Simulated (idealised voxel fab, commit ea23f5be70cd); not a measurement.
Process module in this document: voxel trench capacitor
280 nm wide, 5 nm square cells: that's cross-section cut.
A cross-section is a grid of square cells, given in bands from the top down. A band is one or more rows of cells. Top, bottom (nm), then materials left to right with widths (nm); lone material tagged "throughout" fills the whole band edge to edge; "air" = empty space. Zero point of the height axis is 0; under it, received wafer = one material. Lowest band: continues down indefinitely, "0..down". Top row gets the first number, bottom row gets the second, and each row in between changes by the same step: that is how a band width like "30->40" works. Where a step carries "remained unchanged", the cross-section came out of it unchanged, cell for cell. The label "Fully sealed voids" introduces a list of the empty spaces, 8 cells or larger, that have no open way up to the top; each entry in it reads width x height at distance, where the distance is taken from the left edge and all three are stated in nm. Post-settings text on a step line: simulator's own remark regarding the step. A step's line can hold "overlay nm"; with a mask on that step, the setting says how far right of the planned place the mask lay, while a negative setting says it lay to the left.
These are the steps we planned for the process:
1 RECEIVE (material Si)
2 CONFORMAL_DEP (material SiN; thk nm 10)
3 PATTERN (tone open; mask id TRENCH; material resist; width nm 25; pitch nm 45; thk nm 15; overlay nm 0)
4 DIRECTIONAL_ETCH (etch materials SiN; depth nm 10)
5 DIRECTIONAL_ETCH (etch materials Si; depth nm 35)
6 STRIP (etch materials resist)
7 CONFORMAL_DEP (material Al2O3; thk nm 5)
8 FILL_DEP (material polySi; thk nm 10)
9 CMP (height nm 10)
Cross-section of the wafer at receipt, which is the condition after step 1:
    0..down: Si throughout
    Fully sealed voids: none
Sectioned view, first of two wafers, at the close of the module, processed as intended in the plan:
    10..0: 60 of SiN, then 5 of Al2O3, then 15 of polySi, then 5 of Al2O3, then 20 of SiN, then 5 of Al2O3, then 15 of polySi, then 5 of Al2O3, then 20 of SiN, then 5 of Al2O3, then 15 of polySi, then 5 of Al2O3, then 20 of SiN, then 5 of Al2O3, then 15 of polySi, then 5 of Al2O3, then 60 of SiN
    0..-30: 60 of Si, then 5 of Al2O3, then 15 of polySi, then 5 of Al2O3, then 20 of Si, then 5 of Al2O3, then 15 of polySi, then 5 of Al2O3, then 20 of Si, then 5 of Al2O3, then 15 of polySi, then 5 of Al2O3, then 20 of Si, then 5 of Al2O3, then 15 of polySi, then 5 of Al2O3, then 60 of Si
    -30..-35: 60 of Si, then 25 of Al2O3, then 20 of Si, then 25 of Al2O3, then 20 of Si, then 25 of Al2O3, then 20 of Si, then 25 of Al2O3, then 60 of Si
    -35..down: Si throughout
    Fully sealed voids: none
Cross-section, second wafer: same start as the first, same plan as the first, one mistake in running it; taken at the end of the module:
    10..0: 65 of SiN, then 15 of polySi, then 30 of SiN, then 15 of polySi, then 30 of SiN, then 15 of polySi, then 30 of SiN, then 15 of polySi, then 65 of SiN
    0..-30: 60 of Si, then 5 of SiN, then 15 of polySi, then 5 of SiN, then 20 of Si, then 5 of SiN, then 15 of polySi, then 5 of SiN, then 20 of Si, then 5 of SiN, then 15 of polySi, then 5 of SiN, then 20 of Si, then 5 of SiN, then 15 of polySi, then 5 of SiN, then 60 of Si
    -30..-35: 60 of Si, then 25 of SiN, then 20 of Si, then 25 of SiN, then 20 of Si, then 25 of SiN, then 20 of Si, then 25 of SiN, then 60 of Si
    -35..down: Si throughout
    Fully sealed voids: none
Deviation noted in wafer processing: off-plan run, step 7, actual operation and settings CONFORMAL_DEP (material SiN; thk nm 5)
FYI, end of process, the second wafer has more or fewer cells of some materials than the first: Al2O3 -84, SiN +84
